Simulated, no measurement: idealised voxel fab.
voxel ribs on slabs: a process module
cross-section cut | 185 nm wide | cells 5 nm
Each cross-section below is a grid of square cells, stated as bands in top-down order, with one or more rows of cells making up each band. Read a band's entry like this: the first values are the height of its top and the height of its bottom in nm, and what follows is the sequence of materials from left to right, each with its width in nm. Note that "blank" is empty space, and that a single material marked "everywhere" reaches across the band from edge to edge. A quick word on heights: they are counted from 0, and under that level the wafer as it came to us is one material throughout. The lowest band is different from the rest in having no bottom; it simply continues downward, written as in "0 nm and below". Quick explanation for "30->40": the width changes in equal steps down the rows of cells, from the first number in the band's top row to the second number in its bottom row. "everything unchanged" means the step left every cell of the cross-section as it was. Closed empty spaces (no open way to the top) of 8 cells or more are what "Enclosed cavity list" lists, each as width x height at distance from the left edge, nm for all three. Heads up: the bit after the settings on a step's line is the simulator's remark on that step. What "overlay nm" on a step's line means: if the step has a mask, that mask lay this far to the right of its planned place, or, when the value is negative, to the left.
### These are the steps we planned for the process
1,RECEIVE [material Si]
2,DIRECTIONAL_DEP [material SiO2] [thk nm 20]
3,DIRECTIONAL_DEP [material SiN] [thk nm 15]
4,PATTERN [tone cover] [mask id RIB] [material resist] [width nm 15] [thk nm 20] [overlay nm 0]
5,DIRECTIONAL_ETCH [etch materials SiN] [depth nm 5]
6,STRIP [etch materials resist]
7,DIRECTIONAL_DEP [material aC] [thk nm 10]
8,PATTERN [tone cover] [mask id SLAB] [material resist] [width nm 65] [thk nm 30] [overlay nm 0]
9,DIRECTIONAL_ETCH [etch materials aC] [depth nm 10]
10,STRIP [etch materials resist]
11,DIRECTIONAL_ETCH [etch materials SiN] [depth nm 10]
12,STRIP [etch materials aC]
13,FILL_DEP [material SiO2] [thk nm 20]
14,CMP [height nm 50]
15,DIRECTIONAL_DEP [material TiN] [thk nm 5]
16,DIRECTIONAL_DEP [material aC] [thk nm 15]
17,PATTERN [tone cover] [mask id HEATER] [material resist] [width nm 25] [thk nm 30] [overlay nm 0]
18,DIRECTIONAL_ETCH [etch materials aC] [depth nm 15]
19,STRIP [etch materials resist]
20,DIRECTIONAL_ETCH [etch materials TiN] [depth nm 5]
21,STRIP [etch materials aC]
22,CONFORMAL_DEP [material SiO2] [thk nm 5]
### Cross-section of the incoming wafer, state after step 1
    0 nm and below | Si everywhere
    Enclosed cavity list: none
### Look at the cross-section after the module: the wafer started out the way shown above and the plan was the one shown above, yet one mistake was made along the way
    55 nm to 50 nm | 80 nm blank / 25 nm TiN / 80 nm blank
    50 nm to 35 nm | SiO2 everywhere
    35 nm to 30 nm | 85 nm SiO2 / 15 nm SiN / 85 nm SiO2
    30 nm to 20 nm | 60 nm SiO2 / 65 nm SiN / 60 nm SiO2
    20 nm to 0 nm | SiO2 everywhere
    0 nm and below | Si everywhere
    Enclosed cavity list: none
What broke from the plan during processing? step 22 in the plan did not get run; it was skipped
